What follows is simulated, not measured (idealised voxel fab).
Title: Process Module voxel lift off
Section shown: cut. Width: 285 nm. Cell size: 5 nm, square.
We lay out every cross-section as a grid of square cells and spell it out in bands from the top down, where one band means one or more rows of cells.
Read a band's entry like this: the first values are the height of its top and the height of its bottom in nm, and what follows is the sequence of materials from left to right, each with its width in nm. Note that "air" is empty space, and that a single material marked "edge to edge" reaches across the band from edge to edge.
Zero point of the height axis is 0; under it, received wafer = one material. Lowest band: continues down indefinitely, "0 and below".
Width spec "30->40" -> top row of cells at first value, bottom row at second value, equal per-row change in between.
Where the words "no change occurred" appear for a step, the cross-section shows no cell changed by that step; every cell remained as before.
"Fully sealed voids" - sealed voids, min. 8 cells, no opening to top; format: width x height at distance (distance from left edge; nm throughout).
after a step's settings: what the simulator itself notes on the step
overlay nm: right-of-plan distance of the mask on a masked step; negative values mean left-of-plan.

BELOW IS THE LIST OF PLANNED PROCESS STEPS
1,RECEIVE,material Si
2,CONFORMAL_DEP,material Al2O3,thk nm 5
3,PATTERN,tone open,mask id LINES,material resist,width nm 20,pitch nm 50,thk nm 20,overlay nm -15
4,DIRECTIONAL_DEP,material Ru,thk nm 10
5,STRIP,etch materials resist
6,CONFORMAL_DEP,material SiN,thk nm 5
The wafers are alike at the start. At step 3, their overlay nm differs. The plan lists the first wafer's value.

CROSS-SECTION: THE FIRST OF SEVERAL WAFERS IN ITS AS-RECEIVED STATE, I.E. FOLLOWING STEP 1
> 0 and below: Si edge to edge
> Fully sealed voids: none

DEPICTED HERE IS THE FIRST OF SEVERAL WAFERS IN CROSS-SECTION, AT MODULE COMPLETION FOLLOWING THE LAST STEP, STEP 6
> 20 down to 15: air 35; SiN 30; air 20; SiN 30; air 20; SiN 30; air 20; SiN 30; air 70
> 15 down to 10: air 35; SiN 5; Ru 20; SiN 5; air 20; SiN 5; Ru 20; SiN 5; air 20; SiN 5; Ru 20; SiN 5; air 20; SiN 5; Ru 20; SiN 5; air 70
> 10 down to 5: SiN 40; Ru 20; SiN 30; Ru 20; SiN 30; Ru 20; SiN 30; Ru 20; SiN 75
> 5 down to 0: Al2O3 edge to edge
> 0 and below: Si edge to edge
> Fully sealed voids: none

X-SECTION, LAST WAFER, MODULE END
> 20 down to 15: air 65; SiN 30; air 20; SiN 30; air 20; SiN 30; air 20; SiN 30; air 40
> 15 down to 10: air 65; SiN 5; Ru 20; SiN 5; air 20; SiN 5; Ru 20; SiN 5; air 20; SiN 5; Ru 20; SiN 5; air 20; SiN 5; Ru 20; SiN 5; air 40
> 10 down to 5: SiN 70; Ru 20; SiN 30; Ru 20; SiN 30; Ru 20; SiN 30; Ru 20; SiN 45
> 5 down to 0: Al2O3 edge to edge
> 0 and below: Si edge to edge
> Fully sealed voids: none

EACH ROW BELOW IS A WAFER AT THE END OF THE MODULE, LISTING FOR EVERY MATERIAL THE NUMBER OF CELLS IT HAS GAINED (+) OR LOST (-) SINCE IT WAS RECEIVED, FOLLOWED BY ITS CLOSED VOIDS
overlay nm -15 | +57 Al2O3 | +32 Ru | +73 SiN | Fully sealed voids: none
overlay nm -10 | +57 Al2O3 | +32 Ru | +73 SiN | Fully sealed voids: none
overlay nm -5 | +57 Al2O3 | +32 Ru | +73 SiN | Fully sealed voids: none
overlay nm 0 | +57 Al2O3 | +32 Ru | +73 SiN | Fully sealed voids: none
overlay nm 5 | +57 Al2O3 | +32 Ru | +73 SiN | Fully sealed voids: none
overlay nm 10 | +57 Al2O3 | +32 Ru | +73 SiN | Fully sealed voids: none
overlay nm 15 | +57 Al2O3 | +32 Ru | +73 SiN | Fully sealed voids: none
